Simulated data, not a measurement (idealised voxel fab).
Presented below is a process module, voxel air gaps.
Square cell edge 5 nm, section width 175 nm, ID cut.
A cross-section is a grid of square cells, given in bands from the top down. A band is one or more rows of cells.
Basically the band line says how high the top is and how high the bottom is, in nm, and then what's in it from left to right, every material with its width in nm. Empty space shows up as "blank", and if a single material carries "full width" it runs the full band edge to edge.
Heights are reckoned from 0. Under this level, the received wafer is all of one material. The bottommost band is open-ended downward, for example "0..down".
Per-row width for "30 to 40": begins at first number (top row of band), ends at second number (bottom row), increment between rows held constant.
Reading "remains unaltered" for a step: not a cell of the cross-section changed in it.
"Internal closed voids": empty spaces of 8 cells or more with no open way to the top, each given as width x height at distance, distance from the left edge, all in nm.
Step line, after settings: the simulator's comment on this step.
"overlay nm" denotes, for a step that has a mask, the displacement of the mask to the right of its planned place, with negative values corresponding to the left.

Intended process steps:
1: RECEIVE,material Si
2: CONFORMAL_DEP,material SiO2,thk nm 5
3: CONFORMAL_DEP,material SiCN,thk nm 5
4: DIRECTIONAL_DEP,material lowk,thk nm 35
5: DIRECTIONAL_DEP,material aC,thk nm 15
6: PATTERN,tone open,mask id LINES,material resist,width nm 25,pitch nm 50,thk nm 30,overlay nm 0
7: DIRECTIONAL_ETCH,etch materials aC,depth nm 15
8: STRIP,etch materials resist
9: DIRECTIONAL_ETCH,etch materials lowk,depth nm 35
10: STRIP,etch materials aC
11: CONFORMAL_DEP,material TiN,thk nm 5
12: FILL_DEP,material Cu,thk nm 5
13: CMP,height nm 55
14: EPI,material Ru,thk nm 10
15: SELECTIVE_ETCH,etch materials lowk,depth nm 45
16: CONFORMAL_DEP,material SiCN,thk nm 5
Split variable: thk nm, step 2. Plan value = first wafer. Wafers start alike.

First wafer of several, as received: cross-section after step 1:
- 0..down: Si full width
- Internal closed voids: none

Per wafer (row), end of module: delta in cells per material since receipt, (+) for gained, (-) for lost; closed voids after that:
thk nm 5, +98 Cu, +70 Ru, +70 SiCN, +35 SiO2, +77 TiN, +140 lowk, Internal closed voids: none
thk nm 10, +63 Cu, +70 Ru, +70 SiCN, +70 SiO2, +77 TiN, +140 lowk, Internal closed voids: none
thk nm 15, +54 Cu, +54 Ru, +140 SiCN, +105 SiO2, +51 TiN, Internal closed voids: 15 x 25 at 55; 15 x 25 at 105
thk nm 20, +45 Cu, +54 Ru, +134 SiCN, +140 SiO2, +45 TiN, Internal closed voids: 15 x 20 at 55; 15 x 20 at 105
thk nm 25, +36 Cu, +54 Ru, +128 SiCN, +175 SiO2, +39 TiN, Internal closed voids: 15 x 15 at 55; 15 x 15 at 105
thk nm 30, +27 Cu, +54 Ru, +122 SiCN, +210 SiO2, +33 TiN, Internal closed voids: none
